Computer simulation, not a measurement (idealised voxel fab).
process module | voxel trench capacitor
In the cross-section labelled cut, the width is 190 nm and each square cell is 5 nm.
Cross-section spec: square-cell grid; bands listed top down; each band is one or more rows.
Heads up on the band format: heights come first, top then bottom, in nm. After that it's the materials left to right, each with its width in nm. A single material flagged "edge to edge" fills the whole band edge to edge, and "empty" means there's empty space there.
Height 0 is the level under which the wafer as received is all one material. The lowest band goes on downwards, as in "from 0 down".
The two numbers in a width such as "30 to 40" mark its ends across the band: the first belongs to the top row of cells, the second to the bottom row, and from each row to the next the width moves by the same amount.
"no modifications" for a step: no cell of the cross-section changed in that step.
In the "Closed void entries" entry, you get each enclosed empty space of 8 cells or more, one with no open way to the top, written width x height at distance, distance from the left edge, in nm.
Post-settings text on a step line: simulator's own remark regarding the step.
"overlay nm" denotes, for a step that has a mask, the displacement of the mask to the right of its planned place, with negative values corresponding to the left.
-- The planned process steps are enumerated hereunder
- 1: RECEIVE [material Si]
- 2: CONFORMAL_DEP [material SiN] [thk nm 10]
- 3: DIRECTIONAL_DEP [material aC] [thk nm 10]
- 4: PATTERN [tone open] [mask id TRENCH] [material resist] [width nm 30] [pitch nm 45] [thk nm 30] [overlay nm 0]
- 5: DIRECTIONAL_ETCH [etch materials aC] [depth nm 10]
- 6: STRIP [etch materials resist]
- 7: DIRECTIONAL_ETCH [etch materials SiN] [depth nm 10]
- 8: DIRECTIONAL_ETCH [etch materials Si] [depth nm 35]
- 9: STRIP [etch materials aC]
- 10: CONFORMAL_DEP [material Al2O3] [thk nm 5]
- 11: CONFORMAL_DEP [material TiN] [thk nm 5]
- 12: FILL_DEP [material W] [thk nm 5]
- 13: CMP [height nm 10]
-- Cross-section of the wafer as it came to us, i.e., already through step 1
- from 0 down: Si edge to edge
- Closed void entries: none
-- Wafer cross-section at module end: first of two, run to plan
- from 10 to 0: SiN: 55, then Al2O3: 5, then TiN: 5, then W: 10, then TiN: 5, then Al2O3: 5, then SiN: 15, then Al2O3: 5, then TiN: 5, then W: 10, then TiN: 5, then Al2O3: 5, then SiN: 60
- from 0 to -25: Si: 55, then Al2O3: 5, then TiN: 5, then W: 10, then TiN: 5, then Al2O3: 5, then Si: 15, then Al2O3: 5, then TiN: 5, then W: 10, then TiN: 5, then Al2O3: 5, then Si: 60
- from -25 to -30: Si: 55, then Al2O3: 5, then TiN: 20, then Al2O3: 5, then Si: 15, then Al2O3: 5, then TiN: 20, then Al2O3: 5, then Si: 60
- from -30 to -35: Si: 55, then Al2O3: 30, then Si: 15, then Al2O3: 30, then Si: 60
- from -35 down: Si edge to edge
- Closed void entries: none
-- Second wafer through the module, sectioned at the end: same beginning and same plan as the first wafer, with one mistake in carrying it out
- from 25 to 20: W edge to edge
- from 20 to 15: TiN: 65, then W: 10, then TiN: 35, then W: 10, then TiN: 70
- from 15 to 10: Al2O3: 60, then TiN: 5, then W: 10, then TiN: 5, then Al2O3: 25, then TiN: 5, then W: 10, then TiN: 5, then Al2O3: 65
- from 10 to 0: SiN: 55, then Al2O3: 5, then TiN: 5, then W: 10, then TiN: 5, then Al2O3: 5, then SiN: 15, then Al2O3: 5, then TiN: 5, then W: 10, then TiN: 5, then Al2O3: 5, then SiN: 60
- from 0 to -25: Si: 55, then Al2O3: 5, then TiN: 5, then W: 10, then TiN: 5, then Al2O3: 5, then Si: 15, then Al2O3: 5, then TiN: 5, then W: 10, then TiN: 5, then Al2O3: 5, then Si: 60
- from -25 to -30: Si: 55, then Al2O3: 5, then TiN: 20, then Al2O3: 5, then Si: 15, then Al2O3: 5, then TiN: 20, then Al2O3: 5, then Si: 60
- from -30 to -35: Si: 55, then Al2O3: 30, then Si: 15, then Al2O3: 30, then Si: 60
- from -35 down: Si edge to edge
- Closed void entries: none
The mistake made against the process plan was this: plan step 13 skipped
Per the end-of-run cell counts, the second wafer holds more or fewer of some materials than the first: +30 Al2O3 | +38 TiN | +46 W
